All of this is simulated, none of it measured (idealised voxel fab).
voxel double patterning: a process module
In the cross-section labelled cut, the width is 295 nm and each square cell is 5 nm.
When this document writes out a cross-section, it uses a grid of square cells and lists it as bands, beginning at the top and moving down, with a band standing for one or more rows of cells.
The entry gives the band's vertical extent as a top height and a bottom height in nm, then its horizontal make-up as materials from left to right, each with a width in nm. "blank" stands for empty space; a single material marked "everywhere" fills the band edge to edge.
Heights from 0 (as-received wafer is one material below). Bottom band endless downward, as "0..down".
A two-number width, for instance "30 to 40", indicates that the width is equal to the first number in the top row of the band and to the second number in the bottom row, and that it changes by a constant amount per row of cells.
Step note "no modification" = no cross-section cell changed.
So "Enclosed cavities" is basically the list of trapped voids: any empty space of 8 cells or more that can't reach the top through an opening. They're written width x height at distance, the distance being from the left edge, and it's all nm.
The remark found on a step's line after its settings is issued by the simulator itself and pertains to that step.
overlay nm: where the mask lay relative to plan, measured to the right, on steps with a mask; negatives go left.

**plan**
1. RECEIVE (material Si)
2. CONFORMAL_DEP (material SiN; thk nm 5)
3. DIRECTIONAL_DEP (material SiO2; thk nm 15)
4. DIRECTIONAL_DEP (material SiCN; thk nm 10)
5. MASKED_ETCH (tone open; mask id FIRST; width nm 15; pitch nm 50; etch materials SiCN; depth nm 10; overlay nm 0)
6. MASKED_ETCH (tone open; mask id SECOND; width nm 15; etch materials SiCN; depth nm 10; overlay nm 0)
7. DIRECTIONAL_ETCH (etch materials SiO2; depth nm 15)
8. STRIP (etch materials SiCN)

**The cross-section here shows the wafer as received, i.e. in its state after step 1**
  0..down  Si everywhere
  Enclosed cavities: none

**Wafer cross-section at end of module: start and plan as shown above, one execution error**
  30..15  SiO2: 115 / blank: 15 / SiO2: 10 / blank: 15 / SiO2: 10 / blank: 15 / SiO2: 115
  15..0  SiN everywhere
  0..down  Si everywhere
  Enclosed cavities: none
Which mistake was made when the wafer was run? step 2 deviated from plan and actually ran as CONFORMAL_DEP (material SiN; thk nm 15)
